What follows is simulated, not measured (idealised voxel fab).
Documented hereafter: the process module known as voxel spacer lines.
Displayed cross-section: cut, width of 225 nm, square cells sized 5 nm.
A cross-section is a grid of square cells, given in bands from the top down. A band is one or more rows of cells.
Band: top and bottom heights (nm) first, top before bottom; then materials from left to right, widths in nm. "everywhere" marks a sole material filling the band edge to edge. "blank" denotes empty space.
Zero point of the height axis is 0; under it, received wafer = one material. Lowest band: continues down indefinitely, "0..down".
Read "30..40" as a graded width: first number on top, second number at the bottom, same change between each pair of neighbouring rows.
Step note "nothing got changed" = no cross-section cell changed.
In "Closed void roster" the enclosed voids are listed, meaning empty spaces of 8 cells or larger without any opening to the top. The form is width x height at distance, distance from the left edge, units nm.
Where a step's line continues beyond its settings, the continuation is a remark by the simulator itself on that step.
overlay nm: where the mask lay relative to plan, measured to the right, on steps with a mask; negatives go left.

PLANNED STEP LIST FOR THE PROCESS
1 op RECEIVE | material Si
2 op CONFORMAL_DEP | material Al2O3 | thk nm 10
3 op DIRECTIONAL_DEP | material TiN | thk nm 5
4 op DIRECTIONAL_DEP | material polySi | thk nm 30
5 op PATTERN | tone cover | mask id MANDREL | material resist | width nm 25 | pitch nm 70 | thk nm 40 | overlay nm 0
6 op DIRECTIONAL_ETCH | etch materials polySi | depth nm 30
7 op STRIP | etch materials resist
8 op CONFORMAL_DEP | material SiO2 | thk nm 10
9 op DIRECTIONAL_ETCH | etch materials SiO2 | depth nm 10
10 op STRIP | etch materials polySi
11 op DIRECTIONAL_ETCH | etch materials TiN | depth nm 10
12 op STRIP | etch materials SiO2
Same starting wafers, different thk nm at step 3. Plan value belongs to the first wafer.

HERE'S THE FIRST OF THE WAFERS IN CROSS-SECTION, JUST AS WE GOT IT, I.E. AFTER STEP 1
	0..down  Si everywhere
	Closed void roster: none

FIRST OF SEVERAL WAFERS IN CROSS-SECTION AT MODULE END, FOLLOWING THE FINAL STEP, STEP 12
	15..10  blank 20, then TiN 10, then blank 25, then TiN 10, then blank 25, then TiN 10, then blank 25, then TiN 10, then blank 25, then TiN 10, then blank 25, then TiN 10, then blank 20
	10..0  Al2O3 everywhere
	0..down  Si everywhere
	Closed void roster: none

CROSS-SECTIONAL VIEW, END OF MODULE, LAST WAFER OF SEVERAL
	35..25  blank 20, then TiN 10, then blank 25, then TiN 10, then blank 25, then TiN 10, then blank 25, then TiN 10, then blank 25, then TiN 10, then blank 25, then TiN 10, then blank 20
	25..10  TiN everywhere
	10..0  Al2O3 everywhere
	0..down  Si everywhere
	Closed void roster: none

ROW PER WAFER, END-OF-MODULE: CELL GAIN (+)/LOSS (-) BY MATERIAL SINCE THE WAFER CAME IN, THEN CLOSED VOIDS
thk nm 5; +90 Al2O3; +12 TiN; Closed void roster: none
thk nm 10; +90 Al2O3; +24 TiN; Closed void roster: none
thk nm 15; +90 Al2O3; +69 TiN; Closed void roster: none
thk nm 20; +90 Al2O3; +114 TiN; Closed void roster: none
thk nm 25; +90 Al2O3; +159 TiN; Closed void roster: none
